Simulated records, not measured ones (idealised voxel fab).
The document below concerns the process module designated voxel gate over fins.
Cross-section cut spans 295 nm and uses square cells 5 nm in size.
We lay out every cross-section as a grid of square cells and spell it out in bands from the top down, where one band means one or more rows of cells.
Basically the band line says how high the top is and how high the bottom is, in nm, and then what's in it from left to right, every material with its width in nm. Empty space shows up as "empty", and if a single material carries "throughout" it runs the full band edge to edge.
Heights are reckoned from 0. Under this level, the received wafer is all of one material. The bottommost band is open-ended downward, for example "0 -> down".
Read "30 to 40" as a graded width: first number on top, second number at the bottom, same change between each pair of neighbouring rows.
Step note "remained the same" = no cross-section cell changed.
In "Sealed void listing" the enclosed voids are listed, meaning empty spaces of 8 cells or larger without any opening to the top. The form is width x height at distance, distance from the left edge, units nm.
Past the settings on a step's line: simulator remark, on that step.
For masked steps, "overlay nm" on the step line gives how far right of plan the mask actually lay; a minus sign means it lay to the left.
Set out below are the planned steps of the process
1,RECEIVE | material Si
2,CONFORMAL_DEP | material SiN | thk nm 5
3,MASKED_ETCH | tone cover | mask id FINS | width nm 15 | pitch nm 40 | etch materials SiN | depth nm 5 | overlay nm 0
4,MASKED_ETCH | tone cover | mask id FINS | width nm 15 | pitch nm 40 | etch materials Si | depth nm 35 | overlay nm 0
5,OXIDIZE | depth nm 5
6,FILL_DEP | material SiO2 | thk nm 15
7,CMP | height nm 5
8,SELECTIVE_ETCH | etch materials SiO2 | depth nm 15
9,STRIP | etch materials SiN
10,CONFORMAL_DEP | material HfO2 | thk nm 5
11,CONFORMAL_DEP | material TiN | thk nm 5
12,CONFORMAL_DEP | material TiAl | thk nm 5
13,CONFORMAL_DEP | material TiN | thk nm 5
14,FILL_DEP | material W | thk nm 15
15,CMP | height nm 30
16,CONFORMAL_DEP | material SiN | thk nm 10
The first of a set of two wafers, run to plan
Delivered wafer in cross-section: state after step 1
- 0 -> down: Si throughout
- Sealed void listing: none
Wafer xsec, post step 2
- 5 -> 0: SiN throughout
- Below a height of 0, the structure has not been altered.
Wafer xsec, post step 3
- 5 -> 0: 120 of empty / 15 of SiN / 25 of empty / 15 of SiN / 120 of empty
- Below a height of 0, the structure has not been altered.
Wafer xsec, post step 4
- 5 -> 0: 120 of empty / 15 of SiN / 25 of empty / 15 of SiN / 120 of empty
- 0 -> -35: 120 of empty / 15 of Si / 25 of empty / 15 of Si / 120 of empty
- Below a height of -35, the structure has not been altered.
Wafer xsec, post step 5
- 5 -> 0: 120 of empty / 15 of SiN / 25 of empty / 15 of SiN / 120 of empty
- 0 -> -35: 120 of empty / 5 of SiO2 / 5 of Si / 5 of SiO2 / 25 of empty / 5 of SiO2 / 5 of Si / 5 of SiO2 / 120 of empty
- -35 -> -40: 125 of SiO2 / 5 of Si / 35 of SiO2 / 5 of Si / 125 of SiO2
- Below a height of -40, the structure has not been altered.
Wafer xsec, post step 6
- 20 -> 5: SiO2 throughout
- 5 -> 0: 120 of SiO2 / 15 of SiN / 25 of SiO2 / 15 of SiN / 120 of SiO2
- 0 -> -40: 125 of SiO2 / 5 of Si / 35 of SiO2 / 5 of Si / 125 of SiO2
- Below a height of -40, the structure has not been altered.
Wafer xsec, post step 7
- 5 -> 0: 120 of SiO2 / 15 of SiN / 25 of SiO2 / 15 of SiN / 120 of SiO2
- Below a height of 0, the structure has not been altered.
Wafer xsec, post step 8
- 5 -> 0: 120 of empty / 15 of SiN / 25 of empty / 15 of SiN / 120 of empty
- 0 -> -10: 125 of empty / 5 of Si / 35 of empty / 5 of Si / 125 of empty
- Below a height of -10, the structure has not been altered.
Wafer xsec, post step 9
- 0 -> -10: 125 of empty / 5 of Si / 35 of empty / 5 of Si / 125 of empty
- Below a height of -10, the structure has not been altered.
Wafer xsec, post step 10
- 5 -> 0: 120 of empty / 15 of HfO2 / 25 of empty / 15 of HfO2 / 120 of empty
- 0 -> -5: 120 of empty / 5 of HfO2 / 5 of Si / 5 of HfO2 / 25 of empty / 5 of HfO2 / 5 of Si / 5 of HfO2 / 120 of empty
- -5 -> -10: 125 of HfO2 / 5 of Si / 35 of HfO2 / 5 of Si / 125 of HfO2
- Below a height of -10, the structure has not been altered.
Wafer xsec, post step 11
- 10 -> 5: 115 of empty / 25 of TiN / 15 of empty / 25 of TiN / 115 of empty
- 5 -> 0: 115 of empty / 5 of TiN / 15 of HfO2 / 5 of TiN / 15 of empty / 5 of TiN / 15 of HfO2 / 5 of TiN / 115 of empty
- 0 -> -5: 120 of TiN / 5 of HfO2 / 5 of Si / 5 of HfO2 / 25 of TiN / 5 of HfO2 / 5 of Si / 5 of HfO2 / 120 of TiN
- Below a height of -5, the structure has not been altered.
Wafer xsec, post step 12
- 15 -> 10: 110 of empty / 35 of TiAl / 5 of empty / 35 of TiAl / 110 of empty
- 10 -> 5: 110 of empty / 5 of TiAl / 25 of TiN / 5 of TiAl / 5 of empty / 5 of TiAl / 25 of TiN / 5 of TiAl / 110 of empty
- 5 -> 0: 115 of TiAl / 5 of TiN / 15 of HfO2 / 5 of TiN / 15 of TiAl / 5 of TiN / 15 of HfO2 / 5 of TiN / 115 of TiAl
- Below a height of 0, the structure has not been altered.
Wafer xsec, post step 13
- 20 -> 15: 105 of empty / 85 of TiN / 105 of empty
- 15 -> 10: 105 of empty / 5 of TiN / 35 of TiAl / 5 of TiN / 35 of TiAl / 5 of TiN / 105 of empty
- 10 -> 5: 110 of TiN / 5 of TiAl / 25 of TiN / 5 of TiAl / 5 of TiN / 5 of TiAl / 25 of TiN / 5 of TiAl / 110 of TiN
- Below a height of 5, the structure has not been altered.
Wafer xsec, post step 14
- 35 -> 20: W throughout
- 20 -> 15: 105 of W / 85 of TiN / 105 of W
- 15 -> 10: 105 of W / 5 of TiN / 35 of TiAl / 5 of TiN / 35 of TiAl / 5 of TiN / 105 of W
- Below a height of 10, the structure has not been altered.
Wafer xsec, post step 15
- 30 -> 20: W throughout
- Below a height of 20, the structure has not been altered.
Wafer xsec, post step 16
- 40 -> 30: SiN throughout
- Below a height of 30, the structure has not been altered.
Wafer two of two - same starting point, same process plan, one mistake in execution; matches wafer one up to and including step 2
X-section, second wafer, when step 3 was due to finish
- 5 -> 0: 120 of SiN / 15 of empty / 25 of SiN / 15 of empty / 120 of SiN
- Below a height of 0, the structure has not been altered.
X-section, second wafer, when step 4 was due to finish: remained the same
X-section, second wafer, when step 5 was due to finish
- 5 -> 0: 120 of SiN / 15 of empty / 25 of SiN / 15 of empty / 120 of SiN
- 0 -> -5: 115 of Si / 25 of SiO2 / 15 of Si / 25 of SiO2 / 115 of Si
- Below a height of -5, the structure has not been altered.
X-section, second wafer, when step 6 was due to finish
- 20 -> 5: SiO2 throughout
- 5 -> 0: 120 of SiN / 15 of SiO2 / 25 of SiN / 15 of SiO2 / 120 of SiN
- Below a height of 0, the structure has not been altered.
X-section, second wafer, when step 7 was due to finish
- 5 -> 0: 120 of SiN / 15 of SiO2 / 25 of SiN / 15 of SiO2 / 120 of SiN
- Below a height of 0, the structure has not been altered.
X-section, second wafer, when step 8 was due to finish
- 5 -> 0: 120 of SiN / 15 of empty / 25 of SiN / 15 of empty / 120 of SiN
- 0 -> -5: 115 of Si / 25 of empty / 15 of Si / 25 of empty / 115 of Si
- Below a height of -5, the structure has not been altered.
X-section, second wafer, when step 9 was due to finish
- 0 -> -5: 115 of Si / 25 of empty / 15 of Si / 25 of empty / 115 of Si
- Below a height of -5, the structure has not been altered.
X-section, second wafer, when step 10 was due to finish
- 5 -> 0: 120 of HfO2 / 15 of empty / 25 of HfO2 / 15 of empty / 120 of HfO2
- 0 -> -5: 115 of Si / 25 of HfO2 / 15 of Si / 25 of HfO2 / 115 of Si
- Below a height of -5, the structure has not been altered.
X-section, second wafer, when step 11 was due to finish
- 10 -> 5: 125 of TiN / 5 of empty / 35 of TiN / 5 of empty / 125 of TiN
- 5 -> 0: 120 of HfO2 / 15 of TiN / 25 of HfO2 / 15 of TiN / 120 of HfO2
- Below a height of 0, the structure has not been altered.
X-section, second wafer, when step 12 was due to finish
- 15 -> 10: TiAl throughout
- 10 -> 5: 125 of TiN / 5 of TiAl / 35 of TiN / 5 of TiAl / 125 of TiN
- Below a height of 5, the structure has not been altered.
X-section, second wafer, when step 13 was due to finish
- 20 -> 15: TiN throughout
- Below a height of 15, the structure has not been altered.
X-section, second wafer, when step 14 was due to finish
- 35 -> 20: W throughout
- Below a height of 20, the structure has not been altered.
X-section, second wafer, when step 15 was due to finish
- 30 -> 20: W throughout
- Below a height of 20, the structure has not been altered.
X-section, second wafer, when step 16 was due to finish
- 40 -> 30: SiN throughout
- Below a height of 30, the structure has not been altered.
Which mistake was made when the wafer was run? step 3 ran differently from the plan; actual operation with settings: MASKED_ETCH | tone open | mask id FINS | width nm 15 | pitch nm 40 | etch materials SiN | depth nm 5 | overlay nm 0
Heads up, by the end the second wafer has more or fewer cells of some materials compared to the first: HfO2: 4 fewer | Si: 446 more | SiO2: 342 fewer | TiAl: 6 fewer | TiN: 10 fewer | W: 84 fewer
